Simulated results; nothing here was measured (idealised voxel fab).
The process module presented herein is designated voxel capacitor over wiring.
Cross-section cut spans 235 nm and uses square cells 5 nm in size.
Format of a cross-section: grid, square cells. Given as bands. Order: top down. Band: one or more rows of cells.
Each band's line starts with the height of the band's top and of its bottom, in nm. Then come its materials from left to right, each with its width in nm. One material with "everywhere" fills the band from edge to edge. "blank" is empty space.
All heights in this document are referenced to 0, defined as the level beneath which the wafer, as received, consists entirely of one material. The lowest band is not bounded below; it extends indefinitely downward and is written in the form "0 and below".
With a width like "30 to 40", each row of cells in the band differs from the next by the same amount, the top row carrying the first number and the bottom row the second.
"no alteration", as given for a step, is the statement that not any cell of the cross-section underwent a change during that step.
"Enclosed void listing": sealed empty spaces, 8 cells or more, no open way to top, listed width x height at distance, with distance from the left edge and width, height and distance in nm.
It should be noted that, on the line of a given step, the content following the step's settings is a remark produced by the simulator itself with respect to that step.
"overlay nm" answers the question of how far to the right of plan the mask lay on a step that has a mask, and when it is negative the answer is to the left.

The steps planned for the process are as follows
1) RECEIVE (material Si)
2) CONFORMAL_DEP (material SiO2; thk nm 10)
3) DIRECTIONAL_DEP (material TiN; thk nm 5)
4) DIRECTIONAL_DEP (material Ru; thk nm 20)
5) MASKED_ETCH (tone cover; mask id METAL_1; width nm 25; pitch nm 75; etch materials Ru; depth nm 20; overlay nm 0)
6) MASKED_ETCH (tone cover; mask id METAL_1; width nm 25; pitch nm 75; etch materials TiN; depth nm 5; overlay nm 0)
7) FILL_DEP (material lowk; thk nm 5)
8) CMP (height nm 35)
9) CONFORMAL_DEP (material SiCN; thk nm 5)
10) DIRECTIONAL_DEP (material SiO2; thk nm 10)
11) PATTERN (tone open; mask id PLUG_1; material resist; width nm 15; thk nm 20; overlay nm 0)
12) DIRECTIONAL_ETCH (etch materials SiO2; depth nm 10)
13) DIRECTIONAL_ETCH (etch materials SiCN; depth nm 5)
14) STRIP (etch materials resist)
15) CONFORMAL_DEP (material TiN; thk nm 5)
16) FILL_DEP (material Ru; thk nm 5)
17) CMP (height nm 50)
18) DIRECTIONAL_DEP (material TiN; thk nm 10)
19) DIRECTIONAL_DEP (material SiN; thk nm 5)
20) DIRECTIONAL_DEP (material TiN; thk nm 10)
21) MASKED_ETCH (tone cover; mask id UPPER_PLATE; width nm 55; etch materials TiN; depth nm 10; overlay nm 0)
22) MASKED_ETCH (tone cover; mask id UPPER_PLATE; width nm 55; etch materials SiN; depth nm 5; overlay nm 0)
23) PATTERN (tone cover; mask id LOWER_PLATE; material resist; width nm 65; thk nm 20; overlay nm 0)
24) DIRECTIONAL_ETCH (etch materials TiN; depth nm 10)
25) STRIP (etch materials resist)
26) FILL_DEP (material SiO2; thk nm 15)
27) CMP (height nm 75)
28) PATTERN (tone open; mask id PLUG_2; material resist; width nm 15; thk nm 15; overlay nm 0)
29) DIRECTIONAL_ETCH (etch materials SiO2; depth nm 10)
30) STRIP (etch materials resist)
31) CONFORMAL_DEP (material TiN; thk nm 5)
32) FILL_DEP (material Ru; thk nm 5)
33) CMP (height nm 85)
34) CONFORMAL_DEP (material SiN; thk nm 5)
The value of height nm given for step 27 in the plan refers to the first wafer; the wafers vary in this setting and are alike at the start.

The first of several wafers in cross-section, exactly as it reached us after step 1
0 and below | Si everywhere
Enclosed void listing: none

Note: the following table is arranged by wafer, a row apiece. Each row reports the end-of-module state: per material, cells gained (+) or cells lost (-) compared with the wafer as received; closed voids follow
height nm 75 | +89 Ru | +44 SiCN | +58 SiN | +358 SiO2 | +112 TiN | +185 lowk | Enclosed void listing: none
height nm 80 | +43 Ru | +44 SiCN | +58 SiN | +402 SiO2 | +114 TiN | +185 lowk | Enclosed void listing: none
height nm 85 | +43 Ru | +44 SiCN | +58 SiN | +446 SiO2 | +70 TiN | +185 lowk | Enclosed void listing: none
height nm 90 | +42 Ru | +44 SiCN | +58 SiN | +449 SiO2 | +68 TiN | +185 lowk | Enclosed void listing: none
